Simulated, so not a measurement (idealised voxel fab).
Process module name: voxel wiring stack
The cross-section on display is named cut; it measures 250 nm wide, and its cells are 5 nm squares.
The cross-sections in this document take the form of a grid made of square cells. They are written out as bands, in order from top to bottom. Each band consists of one or more rows of cells.
Band: top height; bottom height; in nm. Then, left to right: material with width in nm, for each material. "everywhere": a single material spanning edge to edge. "empty": empty space.
Heads up on the height convention: 0 is the point under which the incoming wafer is all one material, and the lowest band has no bottom, it just keeps going down, like "0..down".
It should be noted that a width expressed as "30..40" varies in equal increments from row to row of cells within the band, taking the value of the first number at the top row and that of the second number at the bottom row.
Where a step carries "all unchanged", the cross-section came out of it unchanged, cell for cell.
Any empty space of 8 cells or more lacking an open way to the top shows up in "Closed cavities" as width x height at distance, distance from the left edge, in nm.
Where a step's line continues beyond its settings, the continuation is a remark by the simulator itself on that step.
You can add "overlay nm" to a step's line. For a step with a mask, it describes how far the mask lay to the right of its planned position, and a negative number describes a lay to the left.
[So here's the lineup of process steps we planned]
step 1: RECEIVE with material Si
step 2: CONFORMAL_DEP with material SiO2, thk nm 15
step 3: CONFORMAL_DEP with material SiN, thk nm 5
step 4: DIRECTIONAL_DEP with material lowk, thk nm 20
step 5: MASKED_ETCH with tone open, mask id METAL_1, width nm 30, pitch nm 60, etch materials lowk, depth nm 20, overlay nm 0
step 6: MASKED_ETCH with tone open, mask id METAL_1, width nm 30, pitch nm 60, etch materials SiN, depth nm 5, overlay nm 0
step 7: CONFORMAL_DEP with material TiN, thk nm 5
step 8: FILL_DEP with material Cu, thk nm 10
step 9: CMP with height nm 40
step 10: CONFORMAL_DEP with material SiCN, thk nm 5
step 11: DIRECTIONAL_DEP with material lowk, thk nm 20
step 12: PATTERN with tone open, mask id PLUG_1, material resist, width nm 15, pitch nm 60, thk nm 15, overlay nm 0
step 13: DIRECTIONAL_ETCH with etch materials lowk, depth nm 20
step 14: DIRECTIONAL_ETCH with etch materials SiCN, depth nm 5
step 15: STRIP with etch materials resist
step 16: CONFORMAL_DEP with material TiN, thk nm 5
step 17: FILL_DEP with material Ru, thk nm 5
step 18: CMP with height nm 65
step 19: CONFORMAL_DEP with material SiN, thk nm 5
step 20: DIRECTIONAL_DEP with material SiO2, thk nm 15
step 21: DIRECTIONAL_DEP with material aC, thk nm 15
step 22: PATTERN with tone open, mask id METAL_2, material resist, width nm 30, pitch nm 60, thk nm 35, overlay nm 0
step 23: DIRECTIONAL_ETCH with etch materials aC, depth nm 15
step 24: STRIP with etch materials resist
step 25: DIRECTIONAL_ETCH with etch materials SiO2, depth nm 15
step 26: DIRECTIONAL_ETCH with etch materials SiN, depth nm 5
step 27: STRIP with etch materials aC
step 28: CONFORMAL_DEP with material TiN, thk nm 5
step 29: FILL_DEP with material Cu, thk nm 5
step 30: CMP with height nm 85
step 31: CONFORMAL_DEP with material SiN, thk nm 5
[Wafer as received: cross-section following step 1]
0..down  Si everywhere
Closed cavities: none
[Result of the module, cross-sectioned: start per above, plan per above, one error in how it was run]
90..85  SiN everywhere
85..70  SiO2=50  TiN=5  Cu=20  TiN=5  SiO2=30  TiN=5  Cu=20  TiN=5  SiO2=30  TiN=5  Cu=20  TiN=5  SiO2=50
70..65  SiN=50  TiN=30  SiN=30  TiN=30  SiN=30  TiN=30  SiN=50
65..45  lowk=50  TiN=5  Ru=5  TiN=5  lowk=45  TiN=5  Ru=5  TiN=5  lowk=45  TiN=5  Ru=5  TiN=5  lowk=65
45..40  SiCN=50  TiN=15  SiCN=45  TiN=15  SiCN=45  TiN=15  SiCN=65
40..35  TiN=55  Cu=20  TiN=40  Cu=20  TiN=40  Cu=20  TiN=55
35..20  lowk=50  TiN=5  Cu=20  TiN=5  lowk=30  TiN=5  Cu=20  TiN=5  lowk=30  TiN=5  Cu=20  TiN=5  lowk=50
20..15  lowk=50  TiN=30  lowk=30  TiN=30  lowk=30  TiN=30  lowk=50
15..0  SiO2 everywhere
0..down  Si everywhere
Closed cavities: none
Nonconformance to the process plan: plan step 3 skipped
